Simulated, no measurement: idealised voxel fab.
Process module under the name voxel ribs on slabs
Xsec cut, 225 nm wide, square cell size 5 nm.
Think of the cross-section as a grid of square cells. We describe it in bands, top to bottom, and each band covers one or more rows of those cells. Quick guide to a band line: top height, bottom height (nm) up front; then every material left to right with its width in nm. Only one material and it's marked "edge to edge"? Then it fills the band edge to edge. And "empty" just means empty space. Convention: height 0 is the level below which the wafer, as received, is all one material. The lowest band does not terminate at the bottom but continues downward, represented as "0 nm and below". Quick explanation for "30..40": the width changes in equal steps down the rows of cells, from the first number in the band's top row to the second number in its bottom row. "no change", as given for a step, is the statement that not any cell of the cross-section underwent a change during that step. This entry, "Sealed voids", enumerates those empty regions of no fewer than 8 cells that possess no open connection to the top. Each region is reported in the form width x height at distance, the distance being taken from the left edge, with all three quantities expressed in nm. Where a step's line continues beyond its settings, the continuation is a remark by the simulator itself on that step. Each step line may optionally specify "overlay nm", which for a step with a mask gives the rightward distance between the mask's planned place and where it lay, a negative value indicating the leftward direction.

-- Process steps foreseen in the plan
step 1: RECEIVE [material Si]
step 2: DIRECTIONAL_DEP [material SiO2] [thk nm 30]
step 3: DIRECTIONAL_DEP [material SiN] [thk nm 25]
step 4: PATTERN [tone cover] [mask id RIB] [material resist] [width nm 20] [thk nm 20] [overlay nm 0]
step 5: DIRECTIONAL_ETCH [etch materials SiN] [depth nm 10]
step 6: STRIP [etch materials resist]
step 7: MASKED_ETCH [tone cover] [mask id SLAB] [width nm 70] [etch materials SiN] [depth nm 15] [overlay nm 0]
step 8: FILL_DEP [material SiO2] [thk nm 25]
step 9: CMP [height nm 70]
step 10: DIRECTIONAL_DEP [material TiN] [thk nm 10]
step 11: PATTERN [tone cover] [mask id HEATER] [material resist] [width nm 30] [thk nm 15] [overlay nm 0]
step 12: DIRECTIONAL_ETCH [etch materials TiN] [depth nm 10]
step 13: STRIP [etch materials resist]
step 14: CONFORMAL_DEP [material SiO2] [thk nm 5]
varied across the wafers: width nm of step 7. The plan shows the first wafer's value. All wafers start alike

-- After step 1, as received: first of several wafers, cross-section
0 nm and below = Si edge to edge
Sealed voids: none

-- first wafer at the end, after step 14
85 nm to 80 nm = 90 empty | 40 SiO2 | 95 empty
80 nm to 75 nm = 90 empty | 5 SiO2 | 30 TiN | 5 SiO2 | 95 empty
75 nm to 70 nm = 95 SiO2 | 30 TiN | 100 SiO2
70 nm to 55 nm = SiO2 edge to edge
55 nm to 45 nm = 100 SiO2 | 20 SiN | 105 SiO2
45 nm to 30 nm = 75 SiO2 | 70 SiN | 80 SiO2
30 nm to 0 nm = SiO2 edge to edge
0 nm and below = Si edge to edge
Sealed voids: none

-- Final wafer cross-section at module end
85 nm to 80 nm = 90 empty | 40 SiO2 | 95 empty
80 nm to 75 nm = 90 empty | 5 SiO2 | 30 TiN | 5 SiO2 | 95 empty
75 nm to 70 nm = 95 SiO2 | 30 TiN | 100 SiO2
70 nm to 55 nm = SiO2 edge to edge
55 nm to 45 nm = 100 SiO2 | 20 SiN | 105 SiO2
45 nm to 30 nm = 65 SiO2 | 95 SiN | 65 SiO2
30 nm to 0 nm = SiO2 edge to edge
0 nm and below = Si edge to edge
Sealed voids: none

-- Each row below is a wafer at the end of the module, listing for every material the number of cells it has gained (+) or lost (-) since it was received, followed by its closed voids
width nm 70; +50 SiN; +629 SiO2; +12 TiN; Sealed voids: none
width nm 75; +53 SiN; +626 SiO2; +12 TiN; Sealed voids: none
width nm 80; +56 SiN; +623 SiO2; +12 TiN; Sealed voids: none
width nm 85; +59 SiN; +620 SiO2; +12 TiN; Sealed voids: none
width nm 90; +62 SiN; +617 SiO2; +12 TiN; Sealed voids: none
width nm 95; +65 SiN; +614 SiO2; +12 TiN; Sealed voids: none
